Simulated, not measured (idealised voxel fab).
Process module in this document: voxel plated lines
This is section cut - it's 265 nm across, gridded in 5 nm square cells.
Cross-section format: a grid of square cells, given as bands from top to bottom; each band is one or more rows of cells. Within each band entry, the heights of the top and of the bottom of the band appear first, in that order and in nm; the materials of the band then follow from left to right, each with its corresponding width in nm. The designation "edge to edge" on a single material indicates that it fills the band from edge to edge; the designation "blank" indicates empty space. Heads up on the height convention: 0 is the point under which the incoming wafer is all one material, and the lowest band has no bottom, it just keeps going down, like "0..down". A width such as "30..40" changes by the same amount from each row of cells to the next, from the band's top row to its bottom row. What does "remained unchanged" mean for a step? It means no cell of the cross-section changed in that step. In the "Closed void list" entry, you get each enclosed empty space of 8 cells or more, one with no open way to the top, written width x height at distance, distance from the left edge, in nm. Where a step's line continues beyond its settings, the continuation is a remark by the simulator itself on that step. A step's line can hold "overlay nm"; with a mask on that step, the setting says how far right of the planned place the mask lay, while a negative setting says it lay to the left.
Steps planned for the process:
1) RECEIVE: material Si
2) CONFORMAL_DEP: material SiO2, thk nm 10
3) DIRECTIONAL_DEP: material TiN, thk nm 5
4) PATTERN: tone open, mask id LINES, material resist, width nm 30, pitch nm 50, thk nm 35, overlay nm 0
5) EPI: material Ru, thk nm 10
6) EPI: material Ru, thk nm 10
7) EPI: material Ru, thk nm 10
8) STRIP: etch materials resist
9) DIRECTIONAL_ETCH: etch materials TiN, depth nm 5
10) CONFORMAL_DEP: material SiCN, thk nm 5
Here's what the wafer looked like in cross-section when it arrived - that's after step 1:
0..down = Si edge to edge
Closed void list: none
End state of the module in cross-section, given the above starting point and plan and one mistake in execution:
40..35 = blank 35, then SiCN 40, then blank 10, then SiCN 40, then blank 10, then SiCN 40, then blank 10, then SiCN 40, then blank 40
35..15 = blank 35, then SiCN 5, then Ru 30, then SiCN 5, then blank 10, then SiCN 5, then Ru 30, then SiCN 5, then blank 10, then SiCN 5, then Ru 30, then SiCN 5, then blank 10, then SiCN 5, then Ru 30, then SiCN 5, then blank 40
15..10 = SiCN 40, then TiN 30, then SiCN 20, then TiN 30, then SiCN 20, then TiN 30, then SiCN 20, then TiN 30, then SiCN 45
10..0 = SiO2 edge to edge
0..down = Si edge to edge
Closed void list: none
In executing the process, a mistake was made relative to the plan: which of the identical steps 5, 6 and 7 was left out cannot be determined, but one of them was
